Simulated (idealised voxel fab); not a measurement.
The process module presented herein is designated voxel wiring stack.
Displayed cross-section: cut, width of 240 nm, square cells sized 5 nm.
In this document a cross-section is written as a grid of square cells. It is given as a series of bands, listed from the top down, and a band is one or more rows of cells. Each band's line starts with the height of the band's top and of its bottom, in nm. Then come its materials from left to right, each with its width in nm. One material with "everywhere" fills the band from edge to edge. "blank" is empty space. The level at which height equals 0 is the one under which the wafer, as it arrives, is entirely one material. No lower edge exists for the bottom band, which continues downward and is notated as in "0 and below". Note: "30->40" means the width goes from the first number (top row of the band) to the second number (bottom row) in equal steps per row of cells. "no change" -> step changed no cross-section cell. Any empty space of 8 cells or more lacking an open way to the top shows up in "Closed cavity list" as width x height at distance, distance from the left edge, in nm. Read whatever lies past the settings on a step's line as the simulator's own remark about the step. overlay nm: how far to the right of its planned place the mask lay on this masked step (negative: to the left). Quick note on how to read the rest: it's all pairs. You get the cross-section before a process step and the one after, but the after one only goes down as far as the lowest band that changed. The step in between, with its settings, sits under the pair. Heads up, the pairs can come from different runs of this module on the same starting wafer, so don't assume a pair picks up from the one above unless its "Incoming profile" entry says it does.

## Incoming profile
  0 and below  Si everywhere
  Closed cavity list: none

## After the Step
  10 down to 0  SiO2 everywhere
  At heights below 0, the structure remains unaltered.
  Closed cavity list: none
The process step separating the two cross-sections depicted above is as follows: CONFORMAL_DEP with material SiO2, thk nm 10

Incoming profile: as in the pair right above, post-step view.

## After the Step
  15 down to 10  TiN everywhere
  At heights below 10, the structure remains unaltered.
  Closed cavity list: none
The process step separating the two cross-sections depicted above is as follows: DIRECTIONAL_DEP with material TiN, thk nm 5

Incoming profile: as in the pair right above, post-step view.

## After the Step
  40 down to 15  Ru everywhere
  At heights below 15, the structure remains unaltered.
  Closed cavity list: none
The process step separating the two cross-sections depicted above is as follows: DIRECTIONAL_DEP with material Ru, thk nm 25

Incoming profile: as in the pair right above, post-step view.

## After the Step
  40 down to 15  blank (60) / Ru (20) / blank (30) / Ru (20) / blank (30) / Ru (20) / blank (60)
  At heights below 15, the structure remains unaltered.
  Closed cavity list: none
The process step separating the two cross-sections depicted above is as follows: MASKED_ETCH with tone cover, mask id METAL_1, width nm 20, pitch nm 50, etch materials Ru, depth nm 25, overlay nm 0

Incoming profile: as in the pair right above, post-step view.

## After the Step
  40 down to 15  blank (60) / Ru (20) / blank (30) / Ru (20) / blank (30) / Ru (20) / blank (60)
  15 down to 10  blank (60) / TiN (20) / blank (30) / TiN (20) / blank (30) / TiN (20) / blank (60)
  At heights below 10, the structure remains unaltered.
  Closed cavity list: none
The process step separating the two cross-sections depicted above is as follows: MASKED_ETCH with tone cover, mask id METAL_1, width nm 20, pitch nm 50, etch materials TiN, depth nm 5, overlay nm 0

Incoming profile: as in the pair right above, post-step view.

## After the Step
  45 down to 40  blank (55) / SiCN (30) / blank (20) / SiCN (30) / blank (20) / SiCN (30) / blank (55)
  40 down to 15  blank (55) / SiCN (5) / Ru (20) / SiCN (5) / blank (20) / SiCN (5) / Ru (20) / SiCN (5) / blank (20) / SiCN (5) / Ru (20) / SiCN (5) / blank (55)
  15 down to 10  SiCN (60) / TiN (20) / SiCN (30) / TiN (20) / SiCN (30) / TiN (20) / SiCN (60)
  At heights below 10, the structure remains unaltered.
  Closed cavity list: none
The process step separating the two cross-sections depicted above is as follows: CONFORMAL_DEP with material SiCN, thk nm 5

Incoming profile: as in the pair right above, post-step view.

## After the Step
  55 down to 45  lowk everywhere
  45 down to 40  lowk (55) / SiCN (30) / lowk (20) / SiCN (30) / lowk (20) / SiCN (30) / lowk (55)
  40 down to 15  lowk (55) / SiCN (5) / Ru (20) / SiCN (5) / lowk (20) / SiCN (5) / Ru (20) / SiCN (5) / lowk (20) / SiCN (5) / Ru (20) / SiCN (5) / lowk (55)
  At heights below 15, the structure remains unaltered.
  Closed cavity list: none
The process step separating the two cross-sections depicted above is as follows: FILL_DEP with material lowk, thk nm 10

Incoming profile: as in the pair right above, post-step view.

## After the Step
  40 down to 15  lowk (55) / SiCN (5) / Ru (20) / SiCN (5) / lowk (20) / SiCN (5) / Ru (20) / SiCN (5) / lowk (20) / SiCN (5) / Ru (20) / SiCN (5) / lowk (55)
  At heights below 15, the structure remains unaltered.
  Closed cavity list: none
The process step separating the two cross-sections depicted above is as follows: CMP with height nm 40

Incoming profile: as in the pair right above, post-step view.

## After the Step
  45 down to 40  SiCN everywhere
  At heights below 40, the structure remains unaltered.
  Closed cavity list: none
The process step separating the two cross-sections depicted above is as follows: CONFORMAL_DEP with material SiCN, thk nm 5

Incoming profile: as in the pair right above, post-step view.

## After the Step
  60 down to 45  lowk everywhere
  At heights below 45, the structure remains unaltered.
  Closed cavity list: none
The process step separating the two cross-sections depicted above is as follows: DIRECTIONAL_DEP with material lowk, thk nm 15

Incoming profile: as in the pair right above, post-step view.

## After the Step
  75 down to 60  aC everywhere
  At heights below 60, the structure remains unaltered.
  Closed cavity list: none
The process step separating the two cross-sections depicted above is as follows: DIRECTIONAL_DEP with material aC, thk nm 15

Incoming profile: as in the pair right above, post-step view.

## After the Step
  105 down to 75  resist (60) / blank (15) / resist (35) / blank (15) / resist (35) / blank (15) / resist (65)
  At heights below 75, the structure remains unaltered.
  Closed cavity list: none
The process step separating the two cross-sections depicted above is as follows: PATTERN with tone open, mask id PLUG_1, material resist, width nm 15, pitch nm 50, thk nm 30, overlay nm 0

Incoming profile: as in the pair right above, post-step view.

## After the Step
  90 down to 75  resist (60) / blank (15) / resist (35) / blank (15) / resist (35) / blank (15) / resist (65)
  75 down to 60  aC (60) / blank (15) / aC (35) / blank (15) / aC (35) / blank (15) / aC (65)
  At heights below 60, the structure remains unaltered.
  Closed cavity list: none
The process step separating the two cross-sections depicted above is as follows: DIRECTIONAL_ETCH with etch materials aC, depth nm 15

Incoming profile: as in the pair right above, post-step view.

## After the Step
  75 down to 60  aC (60) / blank (15) / aC (35) / blank (15) / aC (35) / blank (15) / aC (65)
  At heights below 60, the structure remains unaltered.
  Closed cavity list: none
The process step separating the two cross-sections depicted above is as follows: STRIP with etch materials resist

Incoming profile: as in the pair right above, post-step view.

## After the Step
  75 down to 60  aC (60) / blank (15) / aC (35) / blank (15) / aC (35) / blank (15) / aC (65)
  60 down to 45  lowk (60) / blank (15) / lowk (35) / blank (15) / lowk (35) / blank (15) / lowk (65)
  At heights below 45, the structure remains unaltered.
  Closed cavity list: none
The process step separating the two cross-sections depicted above is as follows: DIRECTIONAL_ETCH with etch materials lowk, depth nm 15

Incoming profile: as in the pair right above, post-step view.

## After the Step
  75 down to 60  aC (60) / blank (15) / aC (35) / blank (15) / aC (35) / blank (15) / aC (65)
  60 down to 45  lowk (60) / blank (15) / lowk (35) / blank (15) / lowk (35) / blank (15) / lowk (65)
  45 down to 40  SiCN (60) / blank (15) / SiCN (35) / blank (15) / SiCN (35) / blank (15) / SiCN (65)
  At heights below 40, the structure remains unaltered.
  Closed cavity list: none
The process step separating the two cross-sections depicted above is as follows: DIRECTIONAL_ETCH with etch materials SiCN, depth nm 5

Incoming profile: as in the pair right above, post-step view.

## After the Step
  60 down to 45  lowk (60) / blank (15) / lowk (35) / blank (15) / lowk (35) / blank (15) / lowk (65)
  At heights below 45, the structure remains unaltered.
  Closed cavity list: none
The process step separating the two cross-sections depicted above is as follows: STRIP with etch materials aC

Incoming profile: as in the pair right above, post-step view.

## After the Step
  60 down to 50  lowk (60) / blank (15) / lowk (35) / blank (15) / lowk (35) / blank (15) / lowk (65)
  50 down to 45  lowk (60) / Ru (15) / lowk (35) / Ru (15) / lowk (35) / Ru (15) / lowk (65)
  45 down to 40  SiCN (60) / Ru (15) / SiCN (35) / Ru (15) / SiCN (35) / Ru (15) / SiCN (65)
  At heights below 40, the structure remains unaltered.
  Closed cavity list: none
The process step separating the two cross-sections depicted above is as follows: EPI with material Ru, thk nm 10

Incoming profile: as in the pair right above, post-step view.

## After the Step
  60 down to 45  lowk (60) / Ru (15) / lowk (35) / Ru (15) / lowk (35) / Ru (15) / lowk (65)
  At heights below 45, the structure remains unaltered.
  Closed cavity list: none
The process step separating the two cross-sections depicted above is as follows: EPI with material Ru, thk nm 10

Incoming profile: as in the pair right above, post-step view.

## After the Step
  65 down to 60  SiN everywhere
  At heights below 60, the structure remains unaltered.
  Closed cavity list: none
The process step separating the two cross-sections depicted above is as follows: CONFORMAL_DEP with material SiN, thk nm 5

Incoming profile: as in the pair right above, post-step view.

## After the Step
  90 down to 65  SiO2 everywhere
  At heights below 65, the structure remains unaltered.
  Closed cavity list: none
The process step separating the two cross-sections depicted above is as follows: DIRECTIONAL_DEP with material SiO2, thk nm 25

Incoming profile: as in the pair right above, post-step view.

## After the Step
  105 down to 90  resist (60) / blank (20) / resist (30) / blank (20) / resist (30) / blank (20) / resist (60)
  At heights below 90, the structure remains unaltered.
  Closed cavity list: none
The process step separating the two cross-sections depicted above is as follows: PATTERN with tone open, mask id METAL_2, material resist, width nm 20, pitch nm 50, thk nm 15, overlay nm 0

Incoming profile: as in the pair right above, post-step view.

## After the Step
  105 down to 90  resist (60) / blank (20) / resist (30) / blank (20) / resist (30) / blank (20) / resist (60)
  90 down to 65  SiO2 (60) / blank (20) / SiO2 (30) / blank (20) / SiO2 (30) / blank (20) / SiO2 (60)
  At heights below 65, the structure remains unaltered.
  Closed cavity list: none
The process step separating the two cross-sections depicted above is as follows: DIRECTIONAL_ETCH with etch materials SiO2, depth nm 25

Incoming profile: as in the pair right above, post-step view.

## After the Step
  105 down to 90  resist (60) / blank (20) / resist (30) / blank (20) / resist (30) / blank (20) / resist (60)
  90 down to 65  SiO2 (60) / blank (20) / SiO2 (30) / blank (20) / SiO2 (30) / blank (20) / SiO2 (60)
  65 down to 60  SiN (60) / blank (20) / SiN (30) / blank (20) / SiN (30) / blank (20) / SiN (60)
  At heights below 60, the structure remains unaltered.
  Closed cavity list: none
The process step separating the two cross-sections depicted above is as follows: DIRECTIONAL_ETCH with etch materials SiN, depth nm 5

Incoming profile: as in the pair right above, post-step view.

## After the Step
  90 down to 65  SiO2 (60) / blank (20) / SiO2 (30) / blank (20) / SiO2 (30) / blank (20) / SiO2 (60)
  At heights below 65, the structure remains unaltered.
  Closed cavity list: none
The process step separating the two cross-sections depicted above is as follows: STRIP with etch materials resist

Incoming profile: as in the pair right above, post-step view.

## After the Step
  95 down to 90  TiN (65) / blank (10) / TiN (40) / blank (10) / TiN (40) / blank (10) / TiN (65)
  90 down to 65  SiO2 (60) / TiN (5) / blank (10) / TiN (5) / SiO2 (30) / TiN (5) / blank (10) / TiN (5) / SiO2 (30) / TiN (5) / blank (10) / TiN (5) / SiO2 (60)
  65 down to 60  SiN (60) / TiN (20) / SiN (30) / TiN (20) / SiN (30) / TiN (20) / SiN (60)
  At heights below 60, the structure remains unaltered.
  Closed cavity list: none
The process step separating the two cross-sections depicted above is as follows: CONFORMAL_DEP with material TiN, thk nm 5

Incoming profile: as in the pair right above, post-step view.

## After the Step
  105 down to 95  Ru everywhere
  95 down to 90  TiN (65) / Ru (10) / TiN (40) / Ru (10) / TiN (40) / Ru (10) / TiN (65)
  90 down to 65  SiO2 (60) / TiN (5) / Ru (10) / TiN (5) / SiO2 (30) / TiN (5) / Ru (10) / TiN (5) / SiO2 (30) / TiN (5) / Ru (10) / TiN (5) / SiO2 (60)
  At heights below 65, the structure remains unaltered.
  Closed cavity list: none
The process step separating the two cross-sections depicted above is as follows: FILL_DEP with material Ru, thk nm 10

Incoming profile: as in the pair right above, post-step view.

## After the Step
  90 down to 65  SiO2 (60) / TiN (5) / Ru (10) / TiN (5) / SiO2 (30) / TiN (5) / Ru (10) / TiN (5) / SiO2 (30) / TiN (5) / Ru (10) / TiN (5) / SiO2 (60)
  At heights below 65, the structure remains unaltered.
  Closed cavity list: none
The process step separating the two cross-sections depicted above is as follows: CMP with height nm 90

Incoming profile: as in the pair right above, post-step view.

## After the Step
  95 down to 90  SiCN everywhere
  At heights below 90, the structure remains unaltered.
  Closed cavity list: none
The process step separating the two cross-sections depicted above is as follows: CONFORMAL_DEP with material SiCN, thk nm 5

Incoming profile: as in the pair right above, post-step view.

## After the Step
  125 down to 95  lowk everywhere
  At heights below 95, the structure remains unaltered.
  Closed cavity list: none
The process step separating the two cross-sections depicted above is as follows: DIRECTIONAL_DEP with material lowk, thk nm 30

Incoming profile: as in the pair right above, post-step view.

## After the Step
  125 down to 110  lowk (60) / blank (20) / lowk (30) / blank (20) / lowk (30) / blank (20) / lowk (60)
  At heights below 110, the structure remains unaltered.
  Closed cavity list: none
The process step separating the two cross-sections depicted above is as follows: MASKED_ETCH with tone open, mask id METAL_3, width nm 20, pitch nm 50, etch materials lowk, depth nm 15, overlay nm 0

Incoming profile: as in the pair right above, post-step view.

## After the Step
  145 down to 125  resist (60) / blank (15) / resist (85) / blank (15) / resist (65)
  125 down to 110  lowk (60) / blank (15) / resist (5) / lowk (30) / resist (20) / lowk (30) / blank (15) / resist (5) / lowk (60)
  At heights below 110, the structure remains unaltered.
  Closed cavity list: none
The process step separating the two cross-sections depicted above is as follows: PATTERN with tone open, mask id METAL_3_HOLES, material resist, width nm 15, pitch nm 100, thk nm 20, overlay nm 0

Incoming profile: as in the pair right above, post-step view.

## After the Step
  145 down to 125  resist (60) / blank (15) / resist (85) / blank (15) / resist (65)
  125 down to 110  lowk (60) / blank (15) / resist (5) / lowk (30) / resist (20) / lowk (30) / blank (15) / resist (5) / lowk (60)
  110 down to 95  lowk (60) / blank (15) / lowk (85) / blank (15) / lowk (65)
  At heights below 95, the structure remains unaltered.
  Closed cavity list: none
The process step separating the two cross-sections depicted above is as follows: DIRECTIONAL_ETCH with etch materials lowk, depth nm 15

Incoming profile: as in the pair right above, post-step view.

## After the Step
  145 down to 125  resist (60) / blank (15) / resist (85) / blank (15) / resist (65)
  125 down to 110  lowk (60) / blank (15) / resist (5) / lowk (30) / resist (20) / lowk (30) / blank (15) / resist (5) / lowk (60)
  110 down to 95  lowk (60) / blank (15) / lowk (85) / blank (15) / lowk (65)
  95 down to 90  SiCN (60) / blank (15) / SiCN (85) / blank (15) / SiCN (65)
  At heights below 90, the structure remains unaltered.
  Closed cavity list: none
The process step separating the two cross-sections depicted above is as follows: DIRECTIONAL_ETCH with etch materials SiCN, depth nm 5

Incoming profile: as in the pair right above, post-step view.

## After the Step
  125 down to 110  lowk (60) / blank (20) / lowk (30) / blank (20) / lowk (30) / blank (20) / lowk (60)
  At heights below 110, the structure remains unaltered.
  Closed cavity list: none
The process step separating the two cross-sections depicted above is as follows: STRIP with etch materials resist

Incoming profile: as in the pair right above, post-step view.

## After the Step
  130 down to 125  TiN (65) / blank (10) / TiN (40) / blank (10) / TiN (40) / blank (10) / TiN (65)
  125 down to 115  lowk (60) / TiN (5) / blank (10) / TiN (5) / lowk (30) / TiN (5) / blank (10) / TiN (5) / lowk (30) / TiN (5) / blank (10) / TiN (5) / lowk (60)
  115 down to 110  lowk (60) / TiN (5) / blank (5) / TiN (10) / lowk (30) / TiN (20) / lowk (30) / TiN (5) / blank (5) / TiN (10) / lowk (60)
  110 down to 95  lowk (60) / TiN (5) / blank (5) / TiN (5) / lowk (85) / TiN (5) / blank (5) / TiN (5) / lowk (65)
  95 down to 90  SiCN (60) / TiN (15) / SiCN (85) / TiN (15) / SiCN (65)
  At heights below 90, the structure remains unaltered.
  Closed cavity list: none
The process step separating the two cross-sections depicted above is as follows: CONFORMAL_DEP with material TiN, thk nm 5

Incoming profile: as in the pair right above, post-step view.

## After the Step
  140 down to 130  Ru everywhere
  130 down to 125  TiN (65) / Ru (10) / TiN (40) / Ru (10) / TiN (40) / Ru (10) / TiN (65)
  125 down to 115  lowk (60) / TiN (5) / Ru (10) / TiN (5) / lowk (30) / TiN (5) / Ru (10) / TiN (5) / lowk (30) / TiN (5) / Ru (10) / TiN (5) / lowk (60)
  115 down to 110  lowk (60) / TiN (5) / Ru (5) / TiN (10) / lowk (30) / TiN (20) / lowk (30) / TiN (5) / Ru (5) / TiN (10) / lowk (60)
  110 down to 95  lowk (60) / TiN (5) / Ru (5) / TiN (5) / lowk (85) / TiN (5) / Ru (5) / TiN (5) / lowk (65)
  At heights below 95, the structure remains unaltered.
  Closed cavity list: none
The process step separating the two cross-sections depicted above is as follows: FILL_DEP with material Ru, thk nm 10

Incoming profile: as in the pair right above, post-step view.

## After the Step
  125 down to 115  lowk (60) / TiN (5) / Ru (10) / TiN (5) / lowk (30) / TiN (5) / Ru (10) / TiN (5) / lowk (30) / TiN (5) / Ru (10) / TiN (5) / lowk (60)
  At heights below 115, the structure remains unaltered.
  Closed cavity list: none
The process step separating the two cross-sections depicted above is as follows: CMP with height nm 125

Incoming profile: as in the pair right above, post-step view.

## After the Step
  130 down to 125  SiCN everywhere
  At heights below 125, the structure remains unaltered.
  Closed cavity list: none
The process step separating the two cross-sections depicted above is as follows: CONFORMAL_DEP with material SiCN, thk nm 5

Incoming profile: as in the pair right above, post-step view.

## After the Step
  160 down to 130  SiO2 everywhere
  At heights below 130, the structure remains unaltered.
  Closed cavity list: none
The process step separating the two cross-sections depicted above is as follows: DIRECTIONAL_DEP with material SiO2, thk nm 30

Incoming profile: as in the pair right above, post-step view.

## After the Step
  170 down to 160  aC everywhere
  At heights below 160, the structure remains unaltered.
  Closed cavity list: none
The process step separating the two cross-sections depicted above is as follows: DIRECTIONAL_DEP with material aC, thk nm 10

Incoming profile: as in the pair right above, post-step view.

## After the Step
  200 down to 170  resist (60) / blank (20) / resist (30) / blank (20) / resist (30) / blank (20) / resist (60)
  At heights below 170, the structure remains unaltered.
  Closed cavity list: none
The process step separating the two cross-sections depicted above is as follows: PATTERN with tone open, mask id METAL_4, material resist, width nm 20, pitch nm 50, thk nm 30, overlay nm 0

Incoming profile: as in the pair right above, post-step view.

## After the Step
  190 down to 170  resist (60) / blank (20) / resist (30) / blank (20) / resist (30) / blank (20) / resist (60)
  170 down to 160  aC (60) / blank (20) / aC (30) / blank (20) / aC (30) / blank (20) / aC (60)
  At heights below 160, the structure remains unaltered.
  Closed cavity list: none
The process step separating the two cross-sections depicted above is as follows: DIRECTIONAL_ETCH with etch materials aC, depth nm 10

Incoming profile: as in the pair right above, post-step view.

## After the Step
  170 down to 160  aC (60) / blank (20) / aC (30) / blank (20) / aC (30) / blank (20) / aC (60)
  At heights below 160, the structure remains unaltered.
  Closed cavity list: none
The process step separating the two cross-sections depicted above is as follows: STRIP with etch materials resist

Incoming profile: as in the pair right above, post-step view.

## After the Step
  170 down to 160  aC (60) / blank (20) / aC (30) / blank (20) / aC (30) / blank (20) / aC (60)
  160 down to 145  SiO2 (60) / blank (20) / SiO2 (30) / blank (20) / SiO2 (30) / blank (20) / SiO2 (60)
  At heights below 145, the structure remains unaltered.
  Closed cavity list: none
The process step separating the two cross-sections depicted above is as follows: DIRECTIONAL_ETCH with etch materials SiO2, depth nm 15

Incoming profile: as in the pair right above, post-step view.

## After the Step
  160 down to 145  SiO2 (60) / blank (20) / SiO2 (30) / blank (20) / SiO2 (30) / blank (20) / SiO2 (60)
  At heights below 145, the structure remains unaltered.
  Closed cavity list: none
The process step separating the two cross-sections depicted above is as follows: STRIP with etch materials aC

Incoming profile: as in the pair right above, post-step view.

## After the Step
  160 down to 145  SiO2 (60) / blank (20) / SiO2 (30) / blank (20) / SiO2 (30) / blank (20) / SiO2 (60)
  145 down to 130  SiO2 (60) / blank (15) / SiO2 (85) / blank (15) / SiO2 (65)
  At heights below 130, the structure remains unaltered.
  Closed cavity list: none
The process step separating the two cross-sections depicted above is as follows: MASKED_ETCH with tone open, mask id METAL_4_HOLES, width nm 15, pitch nm 100, etch materials SiO2, depth nm 15, overlay nm 0

Incoming profile: as in the pair right above, post-step view.

## After the Step
  160 down to 145  SiO2 (60) / blank (20) / SiO2 (30) / blank (20) / SiO2 (30) / blank (20) / SiO2 (60)
  145 down to 130  SiO2 (60) / blank (15) / SiO2 (85) / blank (15) / SiO2 (65)
  130 down to 125  SiCN (60) / blank (15) / SiCN (85) / blank (15) / SiCN (65)
  At heights below 125, the structure remains unaltered.
  Closed cavity list: none
The process step separating the two cross-sections depicted above is as follows: MASKED_ETCH with tone open, mask id METAL_4_HOLES, width nm 15, pitch nm 100, etch materials SiCN, depth nm 5, overlay nm 0

Incoming profile: as in the pair right above, post-step view.

## After the Step
  165 down to 160  TiN (65) / blank (10) / TiN (40) / blank (10) / TiN (40) / blank (10) / TiN (65)
  160 down to 150  SiO2 (60) / TiN (5) / blank (10) / TiN (5) / SiO2 (30) / TiN (5) / blank (10) / TiN (5) / SiO2 (30) / TiN (5) / blank (10) / TiN (5) / SiO2 (60)
  150 down to 145  SiO2 (60) / TiN (5) / blank (5) / TiN (10) / SiO2 (30) / TiN (20) / SiO2 (30) / TiN (5) / blank (5) / TiN (10) / SiO2 (60)
  145 down to 130  SiO2 (60) / TiN (5) / blank (5) / TiN (5) / SiO2 (85) / TiN (5) / blank (5) / TiN (5) / SiO2 (65)
  130 down to 125  SiCN (60) / TiN (15) / SiCN (85) / TiN (15) / SiCN (65)
  At heights below 125, the structure remains unaltered.
  Closed cavity list: none
The process step separating the two cross-sections depicted above is as follows: CONFORMAL_DEP with material TiN, thk nm 5

Incoming profile: as in the pair right above, post-step view.

## After the Step
  170 down to 165  Cu everywhere
  165 down to 160  TiN (65) / Cu (10) / TiN (40) / Cu (10) / TiN (40) / Cu (10) / TiN (65)
  160 down to 150  SiO2 (60) / TiN (5) / Cu (10) / TiN (5) / SiO2 (30) / TiN (5) / Cu (10) / TiN (5) / SiO2 (30) / TiN (5) / Cu (10) / TiN (5) / SiO2 (60)
  150 down to 145  SiO2 (60) / TiN (5) / Cu (5) / TiN (10) / SiO2 (30) / TiN (20) / SiO2 (30) / TiN (5) / Cu (5) / TiN (10) / SiO2 (60)
  145 down to 130  SiO2 (60) / TiN (5) / Cu (5) / TiN (5) / SiO2 (85) / TiN (5) / Cu (5) / TiN (5) / SiO2 (65)
  At heights below 130, the structure remains unaltered.
  Closed cavity list: none
The process step separating the two cross-sections depicted above is as follows: FILL_DEP with material Cu, thk nm 5

Incoming profile: as in the pair right above, post-step view.

## After the Step
  160 down to 150  SiO2 (60) / TiN (5) / Cu (10) / TiN (5) / SiO2 (30) / TiN (5) / Cu (10) / TiN (5) / SiO2 (30) / TiN (5) / Cu (10) / TiN (5) / SiO2 (60)
  At heights below 150, the structure remains unaltered.
  Closed cavity list: none
The process step separating the two cross-sections depicted above is as follows: CMP with height nm 160

Incoming profile: as in the pair right above, post-step view.

## After the Step
  165 down to 160  SiCN everywhere
  At heights below 160, the structure remains unaltered.
  Closed cavity list: none
The process step separating the two cross-sections depicted above is as follows: CONFORMAL_DEP with material SiCN, thk nm 5

## Incoming profile
  105 down to 95  Ru everywhere
  95 down to 90  TiN (65) / Ru (10) / TiN (40) / Ru (10) / TiN (40) / Ru (10) / TiN (65)
  90 down to 65  SiO2 (60) / TiN (5) / Ru (10) / TiN (5) / SiO2 (30) / TiN (5) / Ru (10) / TiN (5) / SiO2 (30) / TiN (5) / Ru (10) / TiN (5) / SiO2 (60)
  65 down to 60  SiN (60) / TiN (20) / SiN (30) / TiN (20) / SiN (30) / TiN (20) / SiN (60)
  60 down to 45  lowk (60) / Ru (15) / lowk (35) / Ru (15) / lowk (35) / Ru (15) / lowk (65)
  45 down to 40  SiCN (60) / Ru (15) / SiCN (35) / Ru (15) / SiCN (35) / Ru (15) / SiCN (65)
  40 down to 15  lowk (55) / SiCN (5) / Ru (20) / SiCN (5) / lowk (20) / SiCN (5) / Ru (20) / SiCN (5) / lowk (20) / SiCN (5) / Ru (20) / SiCN (5) / lowk (55)
  15 down to 10  SiCN (60) / TiN (20) / SiCN (30) / TiN (20) / SiCN (30) / TiN (20) / SiCN (60)
  10 down to 0  SiO2 everywhere
  0 and below  Si everywhere
  Closed cavity list: none

## After the Step
  110 down to 105  SiCN everywhere
  At heights below 105, the structure remains unaltered.
  Closed cavity list: none
The process step separating the two cross-sections depicted above is as follows: CONFORMAL_DEP with material SiCN, thk nm 5

Incoming profile: as in the pair right above, post-step view.

## After the Step
  140 down to 110  lowk everywhere
  At heights below 110, the structure remains unaltered.
  Closed cavity list: none
The process step separating the two cross-sections depicted above is as follows: DIRECTIONAL_DEP with material lowk, thk nm 30

Incoming profile: as in the pair right above, post-step view.

## After the Step
  140 down to 125  lowk (60) / blank (20) / lowk (30) / blank (20) / lowk (30) / blank (20) / lowk (60)
  At heights below 125, the structure remains unaltered.
  Closed cavity list: none
The process step separating the two cross-sections depicted above is as follows: MASKED_ETCH with tone open, mask id METAL_3, width nm 20, pitch nm 50, etch materials lowk, depth nm 15, overlay nm 0

Incoming profile: as in the pair right above, post-step view.

## After the Step
  160 down to 140  resist (60) / blank (15) / resist (85) / blank (15) / resist (65)
  140 down to 125  lowk (60) / blank (15) / resist (5) / lowk (30) / resist (20) / lowk (30) / blank (15) / resist (5) / lowk (60)
  At heights below 125, the structure remains unaltered.
  Closed cavity list: none
The process step separating the two cross-sections depicted above is as follows: PATTERN with tone open, mask id METAL_3_HOLES, material resist, width nm 15, pitch nm 100, thk nm 20, overlay nm 0

Incoming profile: as in the pair right above, post-step view.

## After the Step
  160 down to 140  resist (60) / blank (15) / resist (85) / blank (15) / resist (65)
  140 down to 125  lowk (60) / blank (15) / resist (5) / lowk (30) / resist (20) / lowk (30) / blank (15) / resist (5) / lowk (60)
  125 down to 110  lowk (60) / blank (15) / lowk (85) / blank (15) / lowk (65)
  At heights below 110, the structure remains unaltered.
  Closed cavity list: none
The process step separating the two cross-sections depicted above is as follows: DIRECTIONAL_ETCH with etch materials lowk, depth nm 15

Incoming profile: as in the pair right above, post-step view.

## After the Step
  160 down to 140  resist (60) / blank (15) / resist (85) / blank (15) / resist (65)
  140 down to 125  lowk (60) / blank (15) / resist (5) / lowk (30) / resist (20) / lowk (30) / blank (15) / resist (5) / lowk (60)
  125 down to 110  lowk (60) / blank (15) / lowk (85) / blank (15) / lowk (65)
  110 down to 105  SiCN (60) / blank (15) / SiCN (85) / blank (15) / SiCN (65)
  At heights below 105, the structure remains unaltered.
  Closed cavity list: none
The process step separating the two cross-sections depicted above is as follows: DIRECTIONAL_ETCH with etch materials SiCN, depth nm 5

Incoming profile: as in the pair right above, post-step view.

## After the Step
  140 down to 125  lowk (60) / blank (20) / lowk (30) / blank (20) / lowk (30) / blank (20) / lowk (60)
  At heights below 125, the structure remains unaltered.
  Closed cavity list: none
The process step separating the two cross-sections depicted above is as follows: STRIP with etch materials resist

Incoming profile: as in the pair right above, post-step view.

## After the Step
  145 down to 140  TiN (65) / blank (10) / TiN (40) / blank (10) / TiN (40) / blank (10) / TiN (65)
  140 down to 130  lowk (60) / TiN (5) / blank (10) / TiN (5) / lowk (30) / TiN (5) / blank (10) / TiN (5) / lowk (30) / TiN (5) / blank (10) / TiN (5) / lowk (60)
  130 down to 125  lowk (60) / TiN (5) / blank (5) / TiN (10) / lowk (30) / TiN (20) / lowk (30) / TiN (5) / blank (5) / TiN (10) / lowk (60)
  125 down to 110  lowk (60) / TiN (5) / blank (5) / TiN (5) / lowk (85) / TiN (5) / blank (5) / TiN (5) / lowk (65)
  110 down to 105  SiCN (60) / TiN (15) / SiCN (85) / TiN (15) / SiCN (65)
  At heights below 105, the structure remains unaltered.
  Closed cavity list: none
The process step separating the two cross-sections depicted above is as follows: CONFORMAL_DEP with material TiN, thk nm 5

Incoming profile: as in the pair right above, post-step view.

## After the Step
  155 down to 145  Ru everywhere
  145 down to 140  TiN (65) / Ru (10) / TiN (40) / Ru (10) / TiN (40) / Ru (10) / TiN (65)
  140 down to 130  lowk (60) / TiN (5) / Ru (10) / TiN (5) / lowk (30) / TiN (5) / Ru (10) / TiN (5) / lowk (30) / TiN (5) / Ru (10) / TiN (5) / lowk (60)
  130 down to 125  lowk (60) / TiN (5) / Ru (5) / TiN (10) / lowk (30) / TiN (20) / lowk (30) / TiN (5) / Ru (5) / TiN (10) / lowk (60)
  125 down to 110  lowk (60) / TiN (5) / Ru (5) / TiN (5) / lowk (85) / TiN (5) / Ru (5) / TiN (5) / lowk (65)
  At heights below 110, the structure remains unaltered.
  Closed cavity list: none
The process step separating the two cross-sections depicted above is as follows: FILL_DEP with material Ru, thk nm 10

Incoming profile: as in the pair right above, post-step view.

## After the Step
  125 down to 110  lowk (60) / TiN (5) / Ru (5) / TiN (5) / lowk (85) / TiN (5) / Ru (5) / TiN (5) / lowk (65)
  At heights below 110, the structure remains unaltered.
  Closed cavity list: none
The process step separating the two cross-sections depicted above is as follows: CMP with height nm 125

Incoming profile: as in the pair right above, post-step view.

## After the Step
  130 down to 125  SiCN everywhere
  At heights below 125, the structure remains unaltered.
  Closed cavity list: none
The process step separating the two cross-sections depicted above is as follows: CONFORMAL_DEP with material SiCN, thk nm 5

Incoming profile: as in the pair right above, post-step view.

## After the Step
  160 down to 130  SiO2 everywhere
  At heights below 130, the structure remains unaltered.
  Closed cavity list: none
The process step separating the two cross-sections depicted above is as follows: DIRECTIONAL_DEP with material SiO2, thk nm 30

Incoming profile: as in the pair right above, post-step view.

## After the Step
  170 down to 160  aC everywhere
  At heights below 160, the structure remains unaltered.
  Closed cavity list: none
The process step separating the two cross-sections depicted above is as follows: DIRECTIONAL_DEP with material aC, thk nm 10

Incoming profile: as in the pair right above, post-step view.

## After the Step
  200 down to 170  resist (60) / blank (20) / resist (30) / blank (20) / resist (30) / blank (20) / resist (60)
  At heights below 170, the structure remains unaltered.
  Closed cavity list: none
The process step separating the two cross-sections depicted above is as follows: PATTERN with tone open, mask id METAL_4, material resist, width nm 20, pitch nm 50, thk nm 30, overlay nm 0

Incoming profile: as in the pair right above, post-step view.

## After the Step
  190 down to 170  resist (60) / blank (20) / resist (30) / blank (20) / resist (30) / blank (20) / resist (60)
  170 down to 160  aC (60) / blank (20) / aC (30) / blank (20) / aC (30) / blank (20) / aC (60)
  At heights below 160, the structure remains unaltered.
  Closed cavity list: none
The process step separating the two cross-sections depicted above is as follows: DIRECTIONAL_ETCH with etch materials aC, depth nm 10
